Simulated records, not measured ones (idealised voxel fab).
process module | voxel released beams
cross-section cut | 180 nm wide | cells 5 nm
A cross-section is a grid of square cells, given in bands from the top down. A band is one or more rows of cells.
Each band's line starts with the height of the band's top and of its bottom, in nm. Then come its materials from left to right, each with its width in nm. One material with "throughout" fills the band from edge to edge. "air" is empty space.
Height 0 is the level under which the wafer as received is all one material. The lowest band goes on downwards, as in "0 down".
A width such as "30 to 40" changes by the same amount from each row of cells to the next, from the band's top row to its bottom row.
"no change" after a step means that no cell of the cross-section changed.
closed voids: empty space of 8 cells or more with no open way to the top, each as width x height at its distance from the left edge, in nm
after a step's settings: what the simulator itself notes on the step
overlay nm, on a step with a mask: how far to the right of its planned place the mask lay; to the left if negative
plan
1 op RECEIVE | material Si
2 op CONFORMAL_DEP | material SiN | thk nm 5
3 op DIRECTIONAL_DEP | material SiO2 | thk nm 10
4 op DIRECTIONAL_DEP | material aC | thk nm 15
5 op PATTERN | tone open | mask id ANCHOR | material resist | width nm 40 | thk nm 35 | overlay nm 0
6 op DIRECTIONAL_ETCH | etch materials aC | depth nm 15
7 op STRIP | etch materials resist
8 op DIRECTIONAL_ETCH | etch materials SiO2 | depth nm 10
9 op STRIP | etch materials aC
10 op CONFORMAL_DEP | material W | thk nm 15
11 op DIRECTIONAL_DEP | material aC | thk nm 10
12 op PATTERN | tone cover | mask id BEAM | material resist | width nm 100 | thk nm 25 | overlay nm 0
13 op DIRECTIONAL_ETCH | etch materials aC | depth nm 10
14 op STRIP | etch materials resist
15 op DIRECTIONAL_ETCH | etch materials W | depth nm 15
16 op STRIP | etch materials aC
17 op STRIP | etch materials SiO2
first wafer, as planned
as received, after step 1
  0 down: Si throughout
  closed voids: none
after step 2
  5 to 0: SiN throughout
  below 0: unchanged
after step 3
  15 to 5: SiO2 throughout
  below 5: unchanged
after step 4
  30 to 15: aC throughout
  below 15: unchanged
after step 5
  65 to 30: resist 40 | air 40 | resist 100
  below 30: unchanged
after step 6
  50 to 30: resist 40 | air 40 | resist 100
  30 to 15: aC 40 | air 40 | aC 100
  below 15: unchanged
after step 7
  30 to 15: aC 40 | air 40 | aC 100
  below 15: unchanged
after step 8
  30 to 15: aC 40 | air 40 | aC 100
  15 to 5: SiO2 40 | air 40 | SiO2 100
  below 5: unchanged
after step 9
  15 to 5: SiO2 40 | air 40 | SiO2 100
  below 5: unchanged
after step 10
  30 to 20: W 55 | air 10 | W 115
  20 to 15: W throughout
  15 to 5: SiO2 40 | W 40 | SiO2 100
  below 5: unchanged
after step 11
  40 to 30: aC 55 | air 10 | aC 115
  30 to 20: W 55 | aC 10 | W 115
  below 20: unchanged
after step 12
  65 to 40: air 35 | resist 100 | air 45
  40 to 30: aC 55 | resist 10 | aC 115
  below 30: unchanged
after step 13
  55 to 40: air 35 | resist 100 | air 45
  40 to 30: air 35 | aC 20 | resist 10 | aC 70 | air 45
  below 30: unchanged
after step 14
  40 to 30: air 35 | aC 20 | air 10 | aC 70 | air 45
  below 30: unchanged
after step 15
  40 to 30: air 35 | aC 20 | air 10 | aC 70 | air 45
  30 to 20: air 35 | W 20 | aC 10 | W 70 | air 45
  20 to 15: air 35 | W 100 | air 45
  below 15: unchanged
after step 16
  30 to 20: air 35 | W 20 | air 10 | W 70 | air 45
  below 20: unchanged
after step 17
  30 to 20: air 35 | W 20 | air 10 | W 70 | air 45
  20 to 15: air 35 | W 100 | air 45
  15 to 5: air 40 | W 40 | air 100
  below 5: unchanged
second wafer: like start, like plan, one mistake. Through step 9 it matches the first wafer
when step 10 should have ended
  40 to 15: W throughout
  15 to 5: SiO2 40 | W 40 | SiO2 100
  below 5: unchanged
when step 11 should have ended
  50 to 40: aC throughout
  below 40: unchanged
when step 12 should have ended
  75 to 50: air 35 | resist 100 | air 45
  below 50: unchanged
when step 13 should have ended
  65 to 50: air 35 | resist 100 | air 45
  50 to 40: air 35 | aC 100 | air 45
  below 40: unchanged
when step 14 should have ended
  50 to 40: air 35 | aC 100 | air 45
  below 40: unchanged
when step 15 should have ended
  50 to 40: air 35 | aC 100 | air 45
  40 to 25: air 35 | W 100 | air 45
  below 25: unchanged
when step 16 should have ended
  40 to 25: air 35 | W 100 | air 45
  below 25: unchanged
when step 17 should have ended: no change
what went wrong: step 10 ran as: op CONFORMAL_DEP | material W | thk nm 25
at the end the second wafer has, in cells: 56 more of SiO2 | 76 more of W
